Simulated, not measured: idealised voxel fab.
process module | voxel air gaps
FYI the section here is cut, 175 nm wide, cells are 5 nm squares.
A cross-section in this document is a grid of square cells, and it is written down as bands, the top band listed before the ones below it; a band is made up of one or more rows of cells.
Within each band entry, the heights of the top and of the bottom of the band appear first, in that order and in nm; the materials of the band then follow from left to right, each with its corresponding width in nm. The designation "everywhere" on a single material indicates that it fills the band from edge to edge; the designation "empty" indicates empty space.
The reference from which all heights are counted is 0, the level beneath which the as-received wafer is entirely one material; the lowest band, having no lower bound, proceeds downward and is written after the example "0 -> down".
With a width like "30 to 40", each row of cells in the band differs from the next by the same amount, the top row carrying the first number and the bottom row the second.
"no change occurred" for a step: no cell of the cross-section changed in that step.
Look at "Closed cavity list" for the closed voids: empty spaces with no open path to the top, sized 8 cells or up. Each is width x height at distance, distance from the left edge, all nm.
Text after the settings on a step's line: the simulator's own remark on that step.
Regarding "overlay nm": on a step with a mask, it is the distance the mask lay to the right of its planned place; a negative value places it to the left.

Set out below are the planned steps of the process:
1. RECEIVE: material Si
2. CONFORMAL_DEP: material SiO2, thk nm 15
3. CONFORMAL_DEP: material SiCN, thk nm 5
4. DIRECTIONAL_DEP: material SiO2, thk nm 30
5. MASKED_ETCH: tone open, mask id LINES, width nm 20, pitch nm 45, etch materials SiO2, depth nm 30, overlay nm 0
6. CONFORMAL_DEP: material TiN, thk nm 5
7. FILL_DEP: material Cu, thk nm 10
8. CMP: height nm 50
9. EPI: material Ru, thk nm 10
10. SELECTIVE_ETCH: etch materials SiO2, depth nm 40
11. CONFORMAL_DEP: material SiCN, thk nm 5

Shown in cross-section is the wafer as received, that is, as it stands after step 1:
  0 -> down  Si everywhere
  Closed cavity list: none

First wafer at the end, as planned:
  65 -> 60  empty: 15 / SiCN: 140 / empty: 20
  60 -> 50  empty: 15 / SiCN: 5 / Ru: 40 / SiCN: 5 / Ru: 40 / SiCN: 5 / Ru: 40 / SiCN: 5 / empty: 20
  50 -> 45  empty: 15 / SiCN: 15 / TiN: 5 / Cu: 10 / TiN: 5 / SiCN: 25 / TiN: 5 / Cu: 10 / TiN: 5 / SiCN: 25 / TiN: 5 / Cu: 10 / TiN: 5 / SiCN: 15 / empty: 20
  45 -> 25  empty: 25 / SiCN: 5 / TiN: 5 / Cu: 10 / TiN: 5 / SiCN: 5 / empty: 15 / SiCN: 5 / TiN: 5 / Cu: 10 / TiN: 5 / SiCN: 5 / empty: 15 / SiCN: 5 / TiN: 5 / Cu: 10 / TiN: 5 / SiCN: 5 / empty: 30
  25 -> 20  SiCN: 30 / TiN: 20 / SiCN: 25 / TiN: 20 / SiCN: 25 / TiN: 20 / SiCN: 35
  20 -> 15  SiCN everywhere
  15 -> 0  SiO2 everywhere
  0 -> down  Si everywhere
  Closed cavity list: 15 x 20 at 55; 15 x 20 at 100

The second wafer, shown in cross-section after the module: started the same way as the first and given the same plan, yet one mistake crept into how it was run:
  65 -> 60  empty: 15 / SiCN: 140 / empty: 20
  60 -> 50  empty: 15 / SiCN: 5 / Ru: 40 / SiCN: 5 / Ru: 40 / SiCN: 5 / Ru: 40 / SiCN: 5 / empty: 20
  50 -> 45  empty: 15 / SiCN: 15 / TiN: 5 / Cu: 10 / TiN: 5 / SiCN: 25 / TiN: 5 / Cu: 10 / TiN: 5 / SiCN: 25 / TiN: 5 / Cu: 10 / TiN: 5 / SiCN: 15 / empty: 20
  45 -> 30  empty: 25 / SiCN: 5 / TiN: 5 / Cu: 10 / TiN: 5 / SiCN: 5 / empty: 15 / SiCN: 5 / TiN: 5 / Cu: 10 / TiN: 5 / SiCN: 5 / empty: 15 / SiCN: 5 / TiN: 5 / Cu: 10 / TiN: 5 / SiCN: 5 / empty: 30
  30 -> 25  SiCN: 30 / TiN: 20 / SiCN: 25 / TiN: 20 / SiCN: 25 / TiN: 20 / SiCN: 35
  25 -> 20  SiCN everywhere
  20 -> 0  SiO2 everywhere
  0 -> down  Si everywhere
  Closed cavity list: 15 x 15 at 55; 15 x 15 at 100
The mistake made against the process plan was this: so step 2 ended up running with a different setting than we planned, it ran as CONFORMAL_DEP: material SiO2, thk nm 20
Materials where the second wafer ends with more or fewer cells than the first: -6 Cu | -6 SiCN | +35 SiO2 | -6 TiN
